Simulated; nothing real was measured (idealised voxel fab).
process module | voxel self aligned vias
cross-section cut | 205 nm wide | cells 5 nm
A cross-section is a grid of square cells, given in bands from the top down. A band is one or more rows of cells.
Each band's line starts with the height of the band's top and of its bottom, in nm. Then come its materials from left to right, each with its width in nm. One material with "throughout" fills the band from edge to edge. "air" is empty space.
Height 0 is the level under which the wafer as received is all one material. The lowest band goes on downwards, as in "0 down".
A width such as "30 to 40" changes by the same amount from each row of cells to the next, from the band's top row to its bottom row.
"no change" after a step means that no cell of the cross-section changed.
closed voids: empty space of 8 cells or more with no open way to the top, each as width x height at its distance from the left edge, in nm
after a step's settings: what the simulator itself notes on the step
overlay nm, on a step with a mask: how far to the right of its planned place the mask lay; to the left if negative
Each pair below shows a cross-section before one step and the cross-section after it, down to the lowest band that changed. The line under each pair gives the step between them, with its settings. The pairs can come from different runs of this module on the same starting wafer, so a pair continues from the pair above only where its "before" says so.
before
  0 down: Si throughout
  closed voids: none
after
  15 to 0: SiO2 throughout
  below 0: unchanged
  closed voids: none
the step between: op CONFORMAL_DEP | material SiO2 | thk nm 15
before: the cross-section after the pair above
after
  20 to 15: SiCN throughout
  below 15: unchanged
  closed voids: none
the step between: op CONFORMAL_DEP | material SiCN | thk nm 5
before: the cross-section after the pair above
after
  40 to 20: SiO2 throughout
  below 20: unchanged
  closed voids: none
the step between: op DIRECTIONAL_DEP | material SiO2 | thk nm 20
before: the cross-section after the pair above
after
  60 to 40: resist 30 | air 25 | resist 35 | air 25 | resist 35 | air 25 | resist 30
  below 40: unchanged
  closed voids: none
the step between: op PATTERN | tone open | mask id LINES | material resist | width nm 25 | pitch nm 60 | thk nm 20 | overlay nm 0
before: the cross-section after the pair above
after
  60 to 40: resist 30 | air 25 | resist 35 | air 25 | resist 35 | air 25 | resist 30
  40 to 20: SiO2 30 | air 25 | SiO2 35 | air 25 | SiO2 35 | air 25 | SiO2 30
  below 20: unchanged
  closed voids: none
the step between: op DIRECTIONAL_ETCH | etch materials SiO2 | depth nm 20
before: the cross-section after the pair above
after
  40 to 20: SiO2 30 | air 25 | SiO2 35 | air 25 | SiO2 35 | air 25 | SiO2 30
  below 20: unchanged
  closed voids: none
the step between: op STRIP | etch materials resist
before: the cross-section after the pair above
after
  45 to 40: TiN 35 | air 15 | TiN 45 | air 15 | TiN 45 | air 15 | TiN 35
  40 to 25: SiO2 30 | TiN 5 | air 15 | TiN 5 | SiO2 35 | TiN 5 | air 15 | TiN 5 | SiO2 35 | TiN 5 | air 15 | TiN 5 | SiO2 30
  25 to 20: SiO2 30 | TiN 25 | SiO2 35 | TiN 25 | SiO2 35 | TiN 25 | SiO2 30
  below 20: unchanged
  closed voids: none
the step between: op CONFORMAL_DEP | material TiN | thk nm 5
before: the cross-section after the pair above
after
  50 to 45: Ru throughout
  45 to 40: TiN 35 | Ru 15 | TiN 45 | Ru 15 | TiN 45 | Ru 15 | TiN 35
  40 to 25: SiO2 30 | TiN 5 | Ru 15 | TiN 5 | SiO2 35 | TiN 5 | Ru 15 | TiN 5 | SiO2 35 | TiN 5 | Ru 15 | TiN 5 | SiO2 30
  below 25: unchanged
  closed voids: none
the step between: op FILL_DEP | material Ru | thk nm 5
before: the cross-section after the pair above
after
  40 to 25: SiO2 30 | TiN 5 | Ru 15 | TiN 5 | SiO2 35 | TiN 5 | Ru 15 | TiN 5 | SiO2 35 | TiN 5 | Ru 15 | TiN 5 | SiO2 30
  below 25: unchanged
  closed voids: none
the step between: op CMP | height nm 40
before: the cross-section after the pair above
after
  40 to 35: SiO2 30 | air 25 | SiO2 35 | air 25 | SiO2 35 | air 25 | SiO2 30
  below 35: unchanged
  closed voids: none
the step between: op SELECTIVE_ETCH | etch materials W Ru TiN | depth nm 5
before: the cross-section after the pair above
after
  45 to 40: SiN throughout
  40 to 35: SiO2 30 | SiN 25 | SiO2 35 | SiN 25 | SiO2 35 | SiN 25 | SiO2 30
  below 35: unchanged
  closed voids: none
the step between: op FILL_DEP | material SiN | thk nm 5
before: the cross-section after the pair above
after
  40 to 35: SiO2 30 | SiN 25 | SiO2 35 | SiN 25 | SiO2 35 | SiN 25 | SiO2 30
  below 35: unchanged
  closed voids: none
the step between: op CMP | height nm 40
before: the cross-section after the pair above
after
  55 to 40: SiO2 throughout
  below 40: unchanged
  closed voids: none
the step between: op DIRECTIONAL_DEP | material SiO2 | thk nm 15
before: the cross-section after the pair above
after
  55 to 40: SiO2 20 | air 45 | SiO2 15 | air 45 | SiO2 15 | air 45 | SiO2 20
  below 40: unchanged
  closed voids: none
the step between: op MASKED_ETCH | tone open | mask id VIAS | width nm 45 | pitch nm 60 | etch materials SiO2 | depth nm 15 | overlay nm 0
before: the cross-section after the pair above
after
  55 to 40: SiO2 20 | air 45 | SiO2 15 | air 45 | SiO2 15 | air 45 | SiO2 20
  40 to 35: SiO2 30 | air 25 | SiO2 35 | air 25 | SiO2 35 | air 25 | SiO2 30
  below 35: unchanged
  closed voids: none
the step between: op MASKED_ETCH | tone open | mask id VIAS | width nm 45 | pitch nm 60 | etch materials SiN | depth nm 5 | overlay nm 0
before: the cross-section after the pair above
after
  60 to 55: TiN 25 | air 35 | TiN 25 | air 35 | TiN 25 | air 35 | TiN 25
  55 to 45: SiO2 20 | TiN 5 | air 35 | TiN 5 | SiO2 15 | TiN 5 | air 35 | TiN 5 | SiO2 15 | TiN 5 | air 35 | TiN 5 | SiO2 20
  45 to 40: SiO2 20 | TiN 15 | air 15 | TiN 15 | SiO2 15 | TiN 15 | air 15 | TiN 15 | SiO2 15 | TiN 15 | air 15 | TiN 15 | SiO2 20
  40 to 35: SiO2 30 | TiN 25 | SiO2 35 | TiN 25 | SiO2 35 | TiN 25 | SiO2 30
  below 35: unchanged
  closed voids: none
the step between: op CONFORMAL_DEP | material TiN | thk nm 5
before: the cross-section after the pair above
after
  65 to 60: W throughout
  60 to 55: TiN 25 | W 35 | TiN 25 | W 35 | TiN 25 | W 35 | TiN 25
  55 to 45: SiO2 20 | TiN 5 | W 35 | TiN 5 | SiO2 15 | TiN 5 | W 35 | TiN 5 | SiO2 15 | TiN 5 | W 35 | TiN 5 | SiO2 20
  45 to 40: SiO2 20 | TiN 15 | W 15 | TiN 15 | SiO2 15 | TiN 15 | W 15 | TiN 15 | SiO2 15 | TiN 15 | W 15 | TiN 15 | SiO2 20
  below 40: unchanged
  closed voids: none
the step between: op FILL_DEP | material W | thk nm 5
before: the cross-section after the pair above
after
  55 to 45: SiO2 20 | TiN 5 | W 35 | TiN 5 | SiO2 15 | TiN 5 | W 35 | TiN 5 | SiO2 15 | TiN 5 | W 35 | TiN 5 | SiO2 20
  below 45: unchanged
  closed voids: none
the step between: op CMP | height nm 55
before: the cross-section after the pair above
after
  60 to 55: SiN throughout
  below 55: unchanged
  closed voids: none
the step between: op CONFORMAL_DEP | material SiN | thk nm 5
before
  15 to 0: SiO2 throughout
  0 down: Si throughout
  closed voids: none
after
  35 to 0: SiO2 throughout
  below 0: unchanged
  closed voids: none
the step between: op DIRECTIONAL_DEP | material SiO2 | thk nm 20
before: the cross-section after the pair above
after
  55 to 35: resist 30 | air 25 | resist 35 | air 25 | resist 35 | air 25 | resist 30
  below 35: unchanged
  closed voids: none
the step between: op PATTERN | tone open | mask id LINES | material resist | width nm 25 | pitch nm 60 | thk nm 20 | overlay nm 0
before: the cross-section after the pair above
after
  55 to 35: resist 30 | air 25 | resist 35 | air 25 | resist 35 | air 25 | resist 30
  35 to 15: SiO2 30 | air 25 | SiO2 35 | air 25 | SiO2 35 | air 25 | SiO2 30
  below 15: unchanged
  closed voids: none
the step between: op DIRECTIONAL_ETCH | etch materials SiO2 | depth nm 20
before: the cross-section after the pair above
after
  35 to 15: SiO2 30 | air 25 | SiO2 35 | air 25 | SiO2 35 | air 25 | SiO2 30
  below 15: unchanged
  closed voids: none
the step between: op STRIP | etch materials resist
before: the cross-section after the pair above
after
  40 to 35: TiN 35 | air 15 | TiN 45 | air 15 | TiN 45 | air 15 | TiN 35
  35 to 20: SiO2 30 | TiN 5 | air 15 | TiN 5 | SiO2 35 | TiN 5 | air 15 | TiN 5 | SiO2 35 | TiN 5 | air 15 | TiN 5 | SiO2 30
  20 to 15: SiO2 30 | TiN 25 | SiO2 35 | TiN 25 | SiO2 35 | TiN 25 | SiO2 30
  below 15: unchanged
  closed voids: none
the step between: op CONFORMAL_DEP | material TiN | thk nm 5
before: the cross-section after the pair above
after
  45 to 40: Ru throughout
  40 to 35: TiN 35 | Ru 15 | TiN 45 | Ru 15 | TiN 45 | Ru 15 | TiN 35
  35 to 20: SiO2 30 | TiN 5 | Ru 15 | TiN 5 | SiO2 35 | TiN 5 | Ru 15 | TiN 5 | SiO2 35 | TiN 5 | Ru 15 | TiN 5 | SiO2 30
  below 20: unchanged
  closed voids: none
the step between: op FILL_DEP | material Ru | thk nm 5
before: the cross-section after the pair above
after
  40 to 35: TiN 35 | Ru 15 | TiN 45 | Ru 15 | TiN 45 | Ru 15 | TiN 35
  below 35: unchanged
  closed voids: none
the step between: op CMP | height nm 40
before: the cross-section after the pair above
after
  35 to 20: SiO2 30 | TiN 5 | Ru 15 | TiN 5 | SiO2 35 | TiN 5 | Ru 15 | TiN 5 | SiO2 35 | TiN 5 | Ru 15 | TiN 5 | SiO2 30
  below 20: unchanged
  closed voids: none
the step between: op SELECTIVE_ETCH | etch materials W Ru TiN | depth nm 5
before: the cross-section after the pair above
after
  40 to 35: SiN throughout
  below 35: unchanged
  closed voids: none
the step between: op FILL_DEP | material SiN | thk nm 5
before: the cross-section after the pair above
after
  55 to 40: SiO2 throughout
  below 40: unchanged
  closed voids: none
the step between: op DIRECTIONAL_DEP | material SiO2 | thk nm 15
before: the cross-section after the pair above
after
  55 to 40: SiO2 20 | air 45 | SiO2 15 | air 45 | SiO2 15 | air 45 | SiO2 20
  below 40: unchanged
  closed voids: none
the step between: op MASKED_ETCH | tone open | mask id VIAS | width nm 45 | pitch nm 60 | etch materials SiO2 | depth nm 15 | overlay nm 0
before: the cross-section after the pair above
after
  55 to 40: SiO2 20 | air 45 | SiO2 15 | air 45 | SiO2 15 | air 45 | SiO2 20
  40 to 35: SiN 20 | air 45 | SiN 15 | air 45 | SiN 15 | air 45 | SiN 20
  below 35: unchanged
  closed voids: none
the step between: op MASKED_ETCH | tone open | mask id VIAS | width nm 45 | pitch nm 60 | etch materials SiN | depth nm 5 | overlay nm 0
before: the cross-section after the pair above
after
  60 to 55: TiN 25 | air 35 | TiN 25 | air 35 | TiN 25 | air 35 | TiN 25
  55 to 40: SiO2 20 | TiN 5 | air 35 | TiN 5 | SiO2 15 | TiN 5 | air 35 | TiN 5 | SiO2 15 | TiN 5 | air 35 | TiN 5 | SiO2 20
  40 to 35: SiN 20 | TiN 45 | SiN 15 | TiN 45 | SiN 15 | TiN 45 | SiN 20
  below 35: unchanged
  closed voids: none
the step between: op CONFORMAL_DEP | material TiN | thk nm 5
before: the cross-section after the pair above
after
  65 to 60: W throughout
  60 to 55: TiN 25 | W 35 | TiN 25 | W 35 | TiN 25 | W 35 | TiN 25
  55 to 40: SiO2 20 | TiN 5 | W 35 | TiN 5 | SiO2 15 | TiN 5 | W 35 | TiN 5 | SiO2 15 | TiN 5 | W 35 | TiN 5 | SiO2 20
  below 40: unchanged
  closed voids: none
the step between: op FILL_DEP | material W | thk nm 5
before: the cross-section after the pair above
after
  55 to 40: SiO2 20 | TiN 5 | W 35 | TiN 5 | SiO2 15 | TiN 5 | W 35 | TiN 5 | SiO2 15 | TiN 5 | W 35 | TiN 5 | SiO2 20
  below 40: unchanged
  closed voids: none
the step between: op CMP | height nm 55
before: the cross-section after the pair above
after
  60 to 55: SiN throughout
  below 55: unchanged
  closed voids: none
the step between: op CONFORMAL_DEP | material SiN | thk nm 5
before
  55 to 40: SiO2 20 | air 45 | SiO2 15 | air 45 | SiO2 15 | air 45 | SiO2 20
  40 to 35: SiO2 30 | SiN 25 | SiO2 35 | SiN 25 | SiO2 35 | SiN 25 | SiO2 30
  35 to 25: SiO2 30 | TiN 5 | Ru 15 | TiN 5 | SiO2 35 | TiN 5 | Ru 15 | TiN 5 | SiO2 35 | TiN 5 | Ru 15 | TiN 5 | SiO2 30
  25 to 20: SiO2 30 | TiN 25 | SiO2 35 | TiN 25 | SiO2 35 | TiN 25 | SiO2 30
  20 to 15: SiCN throughout
  15 to 0: SiO2 throughout
  0 down: Si throughout
  closed voids: none
after
  55 to 40: SiO2 20 | air 45 | SiO2 15 | air 45 | SiO2 15 | air 45 | SiO2 20
  40 to 35: SiO2 20 | air 10 | SiN 25 | air 10 | SiO2 15 | air 10 | SiN 25 | air 10 | SiO2 15 | air 10 | SiN 25 | air 10 | SiO2 20
  35 to 25: SiO2 20 | air 10 | TiN 5 | Ru 15 | TiN 5 | air 10 | SiO2 15 | air 10 | TiN 5 | Ru 15 | TiN 5 | air 10 | SiO2 15 | air 10 | TiN 5 | Ru 15 | TiN 5 | air 10 | SiO2 20
  below 25: unchanged
  closed voids: none
the step between: op MASKED_ETCH | tone open | mask id VIAS | width nm 45 | pitch nm 60 | etch materials SiO2 | depth nm 15 | overlay nm 0
before: the cross-section after the pair above
after
  55 to 35: SiO2 20 | air 45 | SiO2 15 | air 45 | SiO2 15 | air 45 | SiO2 20
  below 35: unchanged
  closed voids: none
the step between: op MASKED_ETCH | tone open | mask id VIAS | width nm 45 | pitch nm 60 | etch materials SiN | depth nm 5 | overlay nm 0
before: the cross-section after the pair above
after
  60 to 55: TiN 25 | air 35 | TiN 25 | air 35 | TiN 25 | air 35 | TiN 25
  55 to 40: SiO2 20 | TiN 5 | air 35 | TiN 5 | SiO2 15 | TiN 5 | air 35 | TiN 5 | SiO2 15 | TiN 5 | air 35 | TiN 5 | SiO2 20
  40 to 35: SiO2 20 | TiN 45 | SiO2 15 | TiN 45 | SiO2 15 | TiN 45 | SiO2 20
  35 to 25: SiO2 20 | TiN 15 | Ru 15 | TiN 15 | SiO2 15 | TiN 15 | Ru 15 | TiN 15 | SiO2 15 | TiN 15 | Ru 15 | TiN 15 | SiO2 20
  below 25: unchanged
  closed voids: none
the step between: op CONFORMAL_DEP | material TiN | thk nm 5
before: the cross-section after the pair above
after
  65 to 60: W throughout
  60 to 55: TiN 25 | W 35 | TiN 25 | W 35 | TiN 25 | W 35 | TiN 25
  55 to 40: SiO2 20 | TiN 5 | W 35 | TiN 5 | SiO2 15 | TiN 5 | W 35 | TiN 5 | SiO2 15 | TiN 5 | W 35 | TiN 5 | SiO2 20
  below 40: unchanged
  closed voids: none
the step between: op FILL_DEP | material W | thk nm 5
before: the cross-section after the pair above
after
  55 to 40: SiO2 20 | TiN 5 | W 35 | TiN 5 | SiO2 15 | TiN 5 | W 35 | TiN 5 | SiO2 15 | TiN 5 | W 35 | TiN 5 | SiO2 20
  below 40: unchanged
  closed voids: none
the step between: op CMP | height nm 55
before: the cross-section after the pair above
after
  60 to 55: SiN throughout
  below 55: unchanged
  closed voids: none
the step between: op CONFORMAL_DEP | material SiN | thk nm 5
before
  0 down: Si throughout
  closed voids: none
after
  5 to 0: SiCN throughout
  below 0: unchanged
  closed voids: none
the step between: op CONFORMAL_DEP | material SiCN | thk nm 5
before: the cross-section after the pair above
after
  20 to 5: SiO2 throughout
  below 5: unchanged
  closed voids: none
the step between: op CONFORMAL_DEP | material SiO2 | thk nm 15
before: the cross-section after the pair above
after
  40 to 5: SiO2 throughout
  below 5: unchanged
  closed voids: none
the step between: op DIRECTIONAL_DEP | material SiO2 | thk nm 20
before: the cross-section after the pair above
after
  60 to 40: resist 30 | air 25 | resist 35 | air 25 | resist 35 | air 25 | resist 30
  below 40: unchanged
  closed voids: none
the step between: op PATTERN | tone open | mask id LINES | material resist | width nm 25 | pitch nm 60 | thk nm 20 | overlay nm 0
before: the cross-section after the pair above
after
  60 to 40: resist 30 | air 25 | resist 35 | air 25 | resist 35 | air 25 | resist 30
  40 to 20: SiO2 30 | air 25 | SiO2 35 | air 25 | SiO2 35 | air 25 | SiO2 30
  below 20: unchanged
  closed voids: none
the step between: op DIRECTIONAL_ETCH | etch materials SiO2 | depth nm 20
before: the cross-section after the pair above
after
  40 to 20: SiO2 30 | air 25 | SiO2 35 | air 25 | SiO2 35 | air 25 | SiO2 30
  below 20: unchanged
  closed voids: none
the step between: op STRIP | etch materials resist
before: the cross-section after the pair above
after
  45 to 40: TiN 35 | air 15 | TiN 45 | air 15 | TiN 45 | air 15 | TiN 35
  40 to 25: SiO2 30 | TiN 5 | air 15 | TiN 5 | SiO2 35 | TiN 5 | air 15 | TiN 5 | SiO2 35 | TiN 5 | air 15 | TiN 5 | SiO2 30
  25 to 20: SiO2 30 | TiN 25 | SiO2 35 | TiN 25 | SiO2 35 | TiN 25 | SiO2 30
  below 20: unchanged
  closed voids: none
the step between: op CONFORMAL_DEP | material TiN | thk nm 5
before: the cross-section after the pair above
after
  50 to 45: Ru throughout
  45 to 40: TiN 35 | Ru 15 | TiN 45 | Ru 15 | TiN 45 | Ru 15 | TiN 35
  40 to 25: SiO2 30 | TiN 5 | Ru 15 | TiN 5 | SiO2 35 | TiN 5 | Ru 15 | TiN 5 | SiO2 35 | TiN 5 | Ru 15 | TiN 5 | SiO2 30
  below 25: unchanged
  closed voids: none
the step between: op FILL_DEP | material Ru | thk nm 5
before: the cross-section after the pair above
after
  40 to 25: SiO2 30 | TiN 5 | Ru 15 | TiN 5 | SiO2 35 | TiN 5 | Ru 15 | TiN 5 | SiO2 35 | TiN 5 | Ru 15 | TiN 5 | SiO2 30
  below 25: unchanged
  closed voids: none
the step between: op CMP | height nm 40
before: the cross-section after the pair above
after
  40 to 35: SiO2 30 | air 25 | SiO2 35 | air 25 | SiO2 35 | air 25 | SiO2 30
  below 35: unchanged
  closed voids: none
the step between: op SELECTIVE_ETCH | etch materials W Ru TiN | depth nm 5
before: the cross-section after the pair above
after
  45 to 40: SiN throughout
  40 to 35: SiO2 30 | SiN 25 | SiO2 35 | SiN 25 | SiO2 35 | SiN 25 | SiO2 30
  below 35: unchanged
  closed voids: none
the step between: op FILL_DEP | material SiN | thk nm 5
before: the cross-section after the pair above
after
  40 to 35: SiO2 30 | SiN 25 | SiO2 35 | SiN 25 | SiO2 35 | SiN 25 | SiO2 30
  below 35: unchanged
  closed voids: none
the step between: op CMP | height nm 40
before: the cross-section after the pair above
after
  55 to 40: SiO2 throughout
  below 40: unchanged
  closed voids: none
the step between: op DIRECTIONAL_DEP | material SiO2 | thk nm 15
before: the cross-section after the pair above
after
  55 to 40: SiO2 20 | air 45 | SiO2 15 | air 45 | SiO2 15 | air 45 | SiO2 20
  below 40: unchanged
  closed voids: none
the step between: op MASKED_ETCH | tone open | mask id VIAS | width nm 45 | pitch nm 60 | etch materials SiO2 | depth nm 15 | overlay nm 0
before: the cross-section after the pair above
after
  55 to 40: SiO2 20 | air 45 | SiO2 15 | air 45 | SiO2 15 | air 45 | SiO2 20
  40 to 35: SiO2 30 | air 25 | SiO2 35 | air 25 | SiO2 35 | air 25 | SiO2 30
  below 35: unchanged
  closed voids: none
the step between: op MASKED_ETCH | tone open | mask id VIAS | width nm 45 | pitch nm 60 | etch materials SiN | depth nm 5 | overlay nm 0
before: the cross-section after the pair above
after
  60 to 55: TiN 25 | air 35 | TiN 25 | air 35 | TiN 25 | air 35 | TiN 25
  55 to 45: SiO2 20 | TiN 5 | air 35 | TiN 5 | SiO2 15 | TiN 5 | air 35 | TiN 5 | SiO2 15 | TiN 5 | air 35 | TiN 5 | SiO2 20
  45 to 40: SiO2 20 | TiN 15 | air 15 | TiN 15 | SiO2 15 | TiN 15 | air 15 | TiN 15 | SiO2 15 | TiN 15 | air 15 | TiN 15 | SiO2 20
  40 to 35: SiO2 30 | TiN 25 | SiO2 35 | TiN 25 | SiO2 35 | TiN 25 | SiO2 30
  below 35: unchanged
  closed voids: none
the step between: op CONFORMAL_DEP | material TiN | thk nm 5
before: the cross-section after the pair above
after
  65 to 60: W throughout
  60 to 55: TiN 25 | W 35 | TiN 25 | W 35 | TiN 25 | W 35 | TiN 25
  55 to 45: SiO2 20 | TiN 5 | W 35 | TiN 5 | SiO2 15 | TiN 5 | W 35 | TiN 5 | SiO2 15 | TiN 5 | W 35 | TiN 5 | SiO2 20
  45 to 40: SiO2 20 | TiN 15 | W 15 | TiN 15 | SiO2 15 | TiN 15 | W 15 | TiN 15 | SiO2 15 | TiN 15 | W 15 | TiN 15 | SiO2 20
  below 40: unchanged
  closed voids: none
the step between: op FILL_DEP | material W | thk nm 5
before: the cross-section after the pair above
after
  55 to 45: SiO2 20 | TiN 5 | W 35 | TiN 5 | SiO2 15 | TiN 5 | W 35 | TiN 5 | SiO2 15 | TiN 5 | W 35 | TiN 5 | SiO2 20
  below 45: unchanged
  closed voids: none
the step between: op CMP | height nm 55
before: the cross-section after the pair above
after
  60 to 55: SiN throughout
  below 55: unchanged
  closed voids: none
the step between: op CONFORMAL_DEP | material SiN | thk nm 5
before
  55 to 40: SiO2 throughout
  40 to 35: SiO2 30 | SiN 25 | SiO2 35 | SiN 25 | SiO2 35 | SiN 25 | SiO2 30
  35 to 25: SiO2 30 | TiN 5 | Ru 15 | TiN 5 | SiO2 35 | TiN 5 | Ru 15 | TiN 5 | SiO2 35 | TiN 5 | Ru 15 | TiN 5 | SiO2 30
  25 to 20: SiO2 30 | TiN 25 | SiO2 35 | TiN 25 | SiO2 35 | TiN 25 | SiO2 30
  20 to 15: SiCN throughout
  15 to 0: SiO2 throughout
  0 down: Si throughout
  closed voids: none
after
  55 to 40: SiO2 20 | air 45 | SiO2 15 | air 45 | SiO2 15 | air 45 | SiO2 20
  40 to 35: SiO2 20 | air 10 | SiN 25 | air 10 | SiO2 15 | air 10 | SiN 25 | air 10 | SiO2 15 | air 10 | SiN 25 | air 10 | SiO2 20
  35 to 30: SiO2 20 | air 10 | TiN 5 | Ru 15 | TiN 5 | air 10 | SiO2 15 | air 10 | TiN 5 | Ru 15 | TiN 5 | air 10 | SiO2 15 | air 10 | TiN 5 | Ru 15 | TiN 5 | air 10 | SiO2 20
  below 30: unchanged
  closed voids: none
the step between: op MASKED_ETCH | tone open | mask id VIAS | width nm 45 | pitch nm 60 | etch materials SiO2 | depth nm 25 | overlay nm 0
before: the cross-section after the pair above
after
  55 to 35: SiO2 20 | air 45 | SiO2 15 | air 45 | SiO2 15 | air 45 | SiO2 20
  below 35: unchanged
  closed voids: none
the step between: op MASKED_ETCH | tone open | mask id VIAS | width nm 45 | pitch nm 60 | etch materials SiN | depth nm 5 | overlay nm 0
before: the cross-section after the pair above
after
  60 to 55: TiN 25 | air 35 | TiN 25 | air 35 | TiN 25 | air 35 | TiN 25
  55 to 40: SiO2 20 | TiN 5 | air 35 | TiN 5 | SiO2 15 | TiN 5 | air 35 | TiN 5 | SiO2 15 | TiN 5 | air 35 | TiN 5 | SiO2 20
  40 to 35: SiO2 20 | TiN 45 | SiO2 15 | TiN 45 | SiO2 15 | TiN 45 | SiO2 20
  35 to 25: SiO2 20 to 30 | TiN 15 to 5 | Ru 15 | TiN 15 to 5 | SiO2 15 to 35 | TiN 15 to 5 | Ru 15 | TiN 15 to 5 | SiO2 15 to 35 | TiN 15 to 5 | Ru 15 | TiN 15 to 5 | SiO2 20 to 30
  below 25: unchanged
  closed voids: none
the step between: op CONFORMAL_DEP | material TiN | thk nm 5
before: the cross-section after the pair above
after
  65 to 60: W throughout
  60 to 55: TiN 25 | W 35 | TiN 25 | W 35 | TiN 25 | W 35 | TiN 25
  55 to 40: SiO2 20 | TiN 5 | W 35 | TiN 5 | SiO2 15 | TiN 5 | W 35 | TiN 5 | SiO2 15 | TiN 5 | W 35 | TiN 5 | SiO2 20
  below 40: unchanged
  closed voids: none
the step between: op FILL_DEP | material W | thk nm 5
before: the cross-section after the pair above
after
  55 to 40: SiO2 20 | TiN 5 | W 35 | TiN 5 | SiO2 15 | TiN 5 | W 35 | TiN 5 | SiO2 15 | TiN 5 | W 35 | TiN 5 | SiO2 20
  below 40: unchanged
  closed voids: none
the step between: op CMP | height nm 55
before: the cross-section after the pair above
after
  60 to 55: SiN throughout
  below 55: unchanged
  closed voids: none
the step between: op CONFORMAL_DEP | material SiN | thk nm 5
before
  40 to 20: SiO2 throughout
  20 to 15: SiCN throughout
  15 to 0: SiO2 throughout
  0 down: Si throughout
  closed voids: none
after
  60 to 40: resist 35 | air 20 | resist 40 | air 20 | resist 40 | air 20 | resist 30
  below 40: unchanged
  closed voids: none
the step between: op PATTERN | tone open | mask id LINES | material resist | width nm 20 | pitch nm 60 | thk nm 20 | overlay nm 0
before: the cross-section after the pair above
after
  60 to 40: resist 35 | air 20 | resist 40 | air 20 | resist 40 | air 20 | resist 30
  40 to 20: SiO2 35 | air 20 | SiO2 40 | air 20 | SiO2 40 | air 20 | SiO2 30
  below 20: unchanged
  closed voids: none
the step between: op DIRECTIONAL_ETCH | etch materials SiO2 | depth nm 20
before: the cross-section after the pair above
after
  40 to 20: SiO2 35 | air 20 | SiO2 40 | air 20 | SiO2 40 | air 20 | SiO2 30
  below 20: unchanged
  closed voids: none
the step between: op STRIP | etch materials resist
before: the cross-section after the pair above
after
  45 to 40: TiN 40 | air 10 | TiN 50 | air 10 | TiN 50 | air 10 | TiN 35
  40 to 25: SiO2 35 | TiN 5 | air 10 | TiN 5 | SiO2 40 | TiN 5 | air 10 | TiN 5 | SiO2 40 | TiN 5 | air 10 | TiN 5 | SiO2 30
  25 to 20: SiO2 35 | TiN 20 | SiO2 40 | TiN 20 | SiO2 40 | TiN 20 | SiO2 30
  below 20: unchanged
  closed voids: none
the step between: op CONFORMAL_DEP | material TiN | thk nm 5
before: the cross-section after the pair above
after
  50 to 45: Ru throughout
  45 to 40: TiN 40 | Ru 10 | TiN 50 | Ru 10 | TiN 50 | Ru 10 | TiN 35
  40 to 25: SiO2 35 | TiN 5 | Ru 10 | TiN 5 | SiO2 40 | TiN 5 | Ru 10 | TiN 5 | SiO2 40 | TiN 5 | Ru 10 | TiN 5 | SiO2 30
  below 25: unchanged
  closed voids: none
the step between: op FILL_DEP | material Ru | thk nm 5
before: the cross-section after the pair above
after
  40 to 25: SiO2 35 | TiN 5 | Ru 10 | TiN 5 | SiO2 40 | TiN 5 | Ru 10 | TiN 5 | SiO2 40 | TiN 5 | Ru 10 | TiN 5 | SiO2 30
  below 25: unchanged
  closed voids: none
the step between: op CMP | height nm 40
before: the cross-section after the pair above
after
  40 to 35: SiO2 35 | air 20 | SiO2 40 | air 20 | SiO2 40 | air 20 | SiO2 30
  below 35: unchanged
  closed voids: none
the step between: op SELECTIVE_ETCH | etch materials W Ru TiN | depth nm 5
before: the cross-section after the pair above
after
  45 to 40: SiN throughout
  40 to 35: SiO2 35 | SiN 20 | SiO2 40 | SiN 20 | SiO2 40 | SiN 20 | SiO2 30
  below 35: unchanged
  closed voids: none
the step between: op FILL_DEP | material SiN | thk nm 5
before: the cross-section after the pair above
after
  40 to 35: SiO2 35 | SiN 20 | SiO2 40 | SiN 20 | SiO2 40 | SiN 20 | SiO2 30
  below 35: unchanged
  closed voids: none
the step between: op CMP | height nm 40
before: the cross-section after the pair above
after
  55 to 40: SiO2 throughout
  below 40: unchanged
  closed voids: none
the step between: op DIRECTIONAL_DEP | material SiO2 | thk nm 15
before: the cross-section after the pair above
after
  55 to 40: SiO2 20 | air 45 | SiO2 15 | air 45 | SiO2 15 | air 45 | SiO2 20
  below 40: unchanged
  closed voids: none
the step between: op MASKED_ETCH | tone open | mask id VIAS | width nm 45 | pitch nm 60 | etch materials SiO2 | depth nm 15 | overlay nm 0
before: the cross-section after the pair above
after
  55 to 40: SiO2 20 | air 45 | SiO2 15 | air 45 | SiO2 15 | air 45 | SiO2 20
  40 to 35: SiO2 35 | air 20 | SiO2 40 | air 20 | SiO2 40 | air 20 | SiO2 30
  below 35: unchanged
  closed voids: none
the step between: op MASKED_ETCH | tone open | mask id VIAS | width nm 45 | pitch nm 60 | etch materials SiN | depth nm 5 | overlay nm 0
before: the cross-section after the pair above
after
  60 to 55: TiN 25 | air 35 | TiN 25 | air 35 | TiN 25 | air 35 | TiN 25
  55 to 45: SiO2 20 | TiN 5 | air 35 | TiN 5 | SiO2 15 | TiN 5 | air 35 | TiN 5 | SiO2 15 | TiN 5 | air 35 | TiN 5 | SiO2 20
  45 to 40: SiO2 20 | TiN 20 | air 10 | TiN 15 | SiO2 15 | TiN 20 | air 10 | TiN 15 | SiO2 15 | TiN 20 | air 10 | TiN 15 | SiO2 20
  40 to 35: SiO2 35 | TiN 20 | SiO2 40 | TiN 20 | SiO2 40 | TiN 20 | SiO2 30
  below 35: unchanged
  closed voids: none
the step between: op CONFORMAL_DEP | material TiN | thk nm 5
before: the cross-section after the pair above
after
  65 to 60: W throughout
  60 to 55: TiN 25 | W 35 | TiN 25 | W 35 | TiN 25 | W 35 | TiN 25
  55 to 45: SiO2 20 | TiN 5 | W 35 | TiN 5 | SiO2 15 | TiN 5 | W 35 | TiN 5 | SiO2 15 | TiN 5 | W 35 | TiN 5 | SiO2 20
  45 to 40: SiO2 20 | TiN 20 | W 10 | TiN 15 | SiO2 15 | TiN 20 | W 10 | TiN 15 | SiO2 15 | TiN 20 | W 10 | TiN 15 | SiO2 20
  below 40: unchanged
  closed voids: none
the step between: op FILL_DEP | material W | thk nm 5
before: the cross-section after the pair above
after
  55 to 45: SiO2 20 | TiN 5 | W 35 | TiN 5 | SiO2 15 | TiN 5 | W 35 | TiN 5 | SiO2 15 | TiN 5 | W 35 | TiN 5 | SiO2 20
  below 45: unchanged
  closed voids: none
the step between: op CMP | height nm 55
before: the cross-section after the pair above
after
  60 to 55: SiN throughout
  below 55: unchanged
  closed voids: none
the step between: op CONFORMAL_DEP | material SiN | thk nm 5
